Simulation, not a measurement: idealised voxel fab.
Process module in this document: voxel released beams
We display cut, a cross-section 275 nm in width whose square cells are each 5 nm.
In what follows, cross-sections appear as grids of square cells, described through bands that run from the top down, where every band is one or more rows of cells. Band: top height; bottom height; in nm. Then, left to right: material with width in nm, for each material. "edge to edge": a single material spanning edge to edge. "air": empty space. Below 0: as-received wafer, all one material; heights counted from there. Lowest band: no bottom, goes on down, written "top 0, no bottom". You'd read "30->40" like this: the band's top row of cells is as wide as the first number, its bottom row is as wide as the second, and going down, every row changes width by the same amount as the row before did. You'll sometimes find "nothing was modified" written for a step, and that's the way of saying that nowhere in the cross-section did a cell change during that step. For the entry "Cavities, sealed", the listed items are empty spaces with no open way to the top whose size is 8 cells or more; each item follows the pattern width x height at distance, where distance is from the left edge and all three are in nm. The remark found on a step's line after its settings is issued by the simulator itself and pertains to that step. Steps that use a mask can have "overlay nm" on their line. It says how far the mask sat to the right of where it was meant to be. Negative means to the left.

**List of planned process steps**
1) RECEIVE (material Si)
2) CONFORMAL_DEP (material SiN; thk nm 5)
3) DIRECTIONAL_DEP (material SiO2; thk nm 15)
4) DIRECTIONAL_DEP (material aC; thk nm 15)
5) PATTERN (tone open; mask id ANCHOR; material resist; width nm 35; thk nm 35; overlay nm 0)
6) DIRECTIONAL_ETCH (etch materials aC; depth nm 5)
7) STRIP (etch materials resist)
8) DIRECTIONAL_ETCH (etch materials SiO2; depth nm 15)
9) STRIP (etch materials aC)
10) CONFORMAL_DEP (material W; thk nm 15)
11) MASKED_ETCH (tone cover; mask id BEAM; width nm 90; etch materials W; depth nm 15; overlay nm 0)
12) STRIP (etch materials SiO2)
varied across the wafers: depth nm of step 6. The plan shows the first wafer's value. All wafers start alike

**Step 1 complete: as-received cross-section of the first of several wafers**
	top 0, no bottom = Si edge to edge
	Cavities, sealed: none

**Wafer cross-section (first of several) - module end, post step 12 (last step)**
	top 5, bottom 0 = SiN edge to edge
	top 0, no bottom = Si edge to edge
	Cavities, sealed: none

**A cross-section through the last wafer at the close of the module**
	top 35, bottom 20 = air=90 | W=20 | air=5 | W=65 | air=95
	top 20, bottom 5 = air=95 | W=35 | air=145
	top 5, bottom 0 = SiN edge to edge
	top 0, no bottom = Si edge to edge
	Cavities, sealed: none

**Every row in this table is a wafer at the end of the module, and it gives, for each of the materials, the cells that wafer has gained (+) or lost (-) since it was received, then its closed voids**
depth nm 5; +55 SiN; Cavities, sealed: none
depth nm 10; +55 SiN; Cavities, sealed: none
depth nm 15; +55 SiN; +72 W; Cavities, sealed: none
depth nm 20; +55 SiN; +72 W; Cavities, sealed: none
depth nm 25; +55 SiN; +72 W; Cavities, sealed: none
depth nm 30; +55 SiN; +72 W; Cavities, sealed: none
